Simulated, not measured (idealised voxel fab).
Process module, titled voxel wiring stack
Shown is cross-section cut, with a width of 210 nm and square cells of size 5 nm.
The cross-sections in this document take the form of a grid made of square cells. They are written out as bands, in order from top to bottom. Each band consists of one or more rows of cells. Band: top and bottom heights (nm) first, top before bottom; then materials from left to right, widths in nm. "everywhere" marks a sole material filling the band edge to edge. "air" denotes empty space. The reference from which all heights are counted is 0, the level beneath which the as-received wafer is entirely one material; the lowest band, having no lower bound, proceeds downward and is written after the example "top 0, no bottom". Top row gets the first number, bottom row gets the second, and each row in between changes by the same step: that is how a band width like "30..40" works. Step marked "changes: none"? Then no cell in the cross-section changed in it. Entry "Voids lacking openings" = empty spaces >= 8 cells with no open way to the top; each as width x height at distance, distance from left edge, all nm. Anything after a step's settings on that line? It's the simulator's own note about the step. "overlay nm" answers the question of how far to the right of plan the mask lay on a step that has a mask, and when it is negative the answer is to the left.
-- The planned process steps are enumerated hereunder
1) op RECEIVE | material Si
2) op CONFORMAL_DEP | material SiO2 | thk nm 10
3) op CONFORMAL_DEP | material SiN | thk nm 5
4) op DIRECTIONAL_DEP | material lowk | thk nm 25
5) op DIRECTIONAL_DEP | material aC | thk nm 15
6) op PATTERN | tone open | mask id METAL_1 | material resist | width nm 30 | pitch nm 45 | thk nm 30 | overlay nm 0
7) op DIRECTIONAL_ETCH | etch materials aC | depth nm 15
8) op STRIP | etch materials resist
9) op DIRECTIONAL_ETCH | etch materials lowk | depth nm 25
10) op DIRECTIONAL_ETCH | etch materials SiN | depth nm 5
11) op STRIP | etch materials aC
12) op CONFORMAL_DEP | material TiN | thk nm 5
13) op FILL_DEP | material Cu | thk nm 5
14) op CMP | height nm 40
15) op CONFORMAL_DEP | material SiCN | thk nm 5
16) op DIRECTIONAL_DEP | material lowk | thk nm 35
17) op DIRECTIONAL_DEP | material aC | thk nm 15
18) op PATTERN | tone open | mask id METAL_2_HOLES | material resist | width nm 15 | thk nm 35 | overlay nm 0
19) op DIRECTIONAL_ETCH | etch materials aC | depth nm 15
20) op STRIP | etch materials resist
21) op DIRECTIONAL_ETCH | etch materials lowk | depth nm 35
22) op STRIP | etch materials aC
23) op DIRECTIONAL_DEP | material aC | thk nm 15
24) op PATTERN | tone open | mask id METAL_2 | material resist | width nm 20 | pitch nm 45 | thk nm 30 | overlay nm 0
25) op DIRECTIONAL_ETCH | etch materials aC | depth nm 15
26) op STRIP | etch materials resist
27) op DIRECTIONAL_ETCH | etch materials lowk | depth nm 20
28) op DIRECTIONAL_ETCH | etch materials SiCN | depth nm 5
29) op STRIP | etch materials aC
30) op CONFORMAL_DEP | material TiN | thk nm 5
31) op FILL_DEP | material Cu | thk nm 5
32) op CMP | height nm 80
33) op CONFORMAL_DEP | material SiCN | thk nm 5
34) op DIRECTIONAL_DEP | material SiO2 | thk nm 15
35) op MASKED_ETCH | tone open | mask id PLUG_2 | width nm 15 | etch materials SiO2 | depth nm 15 | overlay nm 0
36) op MASKED_ETCH | tone open | mask id PLUG_2 | width nm 15 | etch materials SiCN | depth nm 5 | overlay nm 0
37) op EPI | material Ru | thk nm 10
38) op EPI | material Ru | thk nm 10
39) op CONFORMAL_DEP | material SiN | thk nm 5
40) op DIRECTIONAL_DEP | material lowk | thk nm 20
41) op PATTERN | tone open | mask id METAL_3 | material resist | width nm 30 | pitch nm 45 | thk nm 20 | overlay nm 0
42) op DIRECTIONAL_ETCH | etch materials lowk | depth nm 20
43) op DIRECTIONAL_ETCH | etch materials SiN | depth nm 5
44) op STRIP | etch materials resist
45) op CONFORMAL_DEP | material TiN | thk nm 5
46) op FILL_DEP | material W | thk nm 5
47) op CMP | height nm 125
48) op CONFORMAL_DEP | material SiCN | thk nm 5
The wafers are alike at the start. At step 24, their width nm differs. The plan lists the first wafer's value.
-- As-received cross-section, first of several wafers, post step 1
top 0, no bottom  Si everywhere
Voids lacking openings: none
-- Cross-section of the first of several wafers once the module has run through its last step, step 48
top 130, bottom 125  SiCN everywhere
top 125, bottom 105  lowk=65, TiN=5, W=20, TiN=5, lowk=15, TiN=5, W=20, TiN=5, lowk=70
top 105, bottom 100  SiN=65, TiN=30, SiN=15, TiN=30, SiN=70
top 100, bottom 85  SiO2=65, Ru=15, SiO2=130
top 85, bottom 80  SiCN=65, Ru=15, SiCN=130
top 80, bottom 65  lowk=65, TiN=5, Cu=15, TiN=5, lowk=25, TiN=5, Cu=10, TiN=5, lowk=75
top 65, bottom 60  lowk=65, TiN=5, Cu=5, TiN=15, lowk=25, TiN=20, lowk=75
top 60, bottom 50  lowk=65, TiN=5, Cu=5, TiN=5, lowk=130
top 50, bottom 45  lowk=65, TiN=15, lowk=130
top 45, bottom 40  SiCN=70, TiN=10, SiCN=130
top 40, bottom 15  lowk=65, TiN=5, Cu=20, TiN=5, lowk=15, TiN=5, Cu=20, TiN=5, lowk=70
top 15, bottom 10  SiN=65, TiN=30, SiN=15, TiN=30, SiN=70
top 10, bottom 0  SiO2 everywhere
top 0, no bottom  Si everywhere
Voids lacking openings: none
-- So this is the cross-section on the last wafer at the end of the module
top 130, bottom 125  SiCN everywhere
top 125, bottom 105  lowk=65, TiN=5, W=20, TiN=5, lowk=15, TiN=5, W=20, TiN=5, lowk=70
top 105, bottom 100  SiN=65, TiN=30, SiN=15, TiN=30, SiN=70
top 100, bottom 85  SiO2=65, Ru=15, SiO2=130
top 85, bottom 80  SiCN=65, Ru=15, SiCN=130
top 80, bottom 65  lowk=65, TiN=5, Cu=20, TiN=5, lowk=15, TiN=5, Cu=20, TiN=5, lowk=70
top 65, bottom 60  lowk=65, TiN=5, Cu=5, TiN=20, lowk=15, TiN=30, lowk=70
top 60, bottom 45  lowk=65, TiN=5, Cu=5, TiN=5, lowk=130
top 45, bottom 40  SiCN=65, TiN=15, SiCN=130
top 40, bottom 15  lowk=65, TiN=5, Cu=20, TiN=5, lowk=15, TiN=5, Cu=20, TiN=5, lowk=70
top 15, bottom 10  SiN=65, TiN=30, SiN=15, TiN=30, SiN=70
top 10, bottom 0  SiO2 everywhere
top 0, no bottom  Si everywhere
Voids lacking openings: none
-- Row per wafer, end-of-module: cell gain (+)/loss (-) by material since the wafer came in, then closed voids
width nm 20, +58 Cu, +12 Ru, +121 SiCN, +60 SiN, +201 SiO2, +89 TiN, +32 W, +519 lowk, Voids lacking openings: none
width nm 25, +64 Cu, +12 Ru, +121 SiCN, +60 SiN, +201 SiO2, +91 TiN, +32 W, +511 lowk, Voids lacking openings: none
width nm 30, +68 Cu, +12 Ru, +120 SiCN, +60 SiN, +201 SiO2, +92 TiN, +32 W, +507 lowk, Voids lacking openings: none
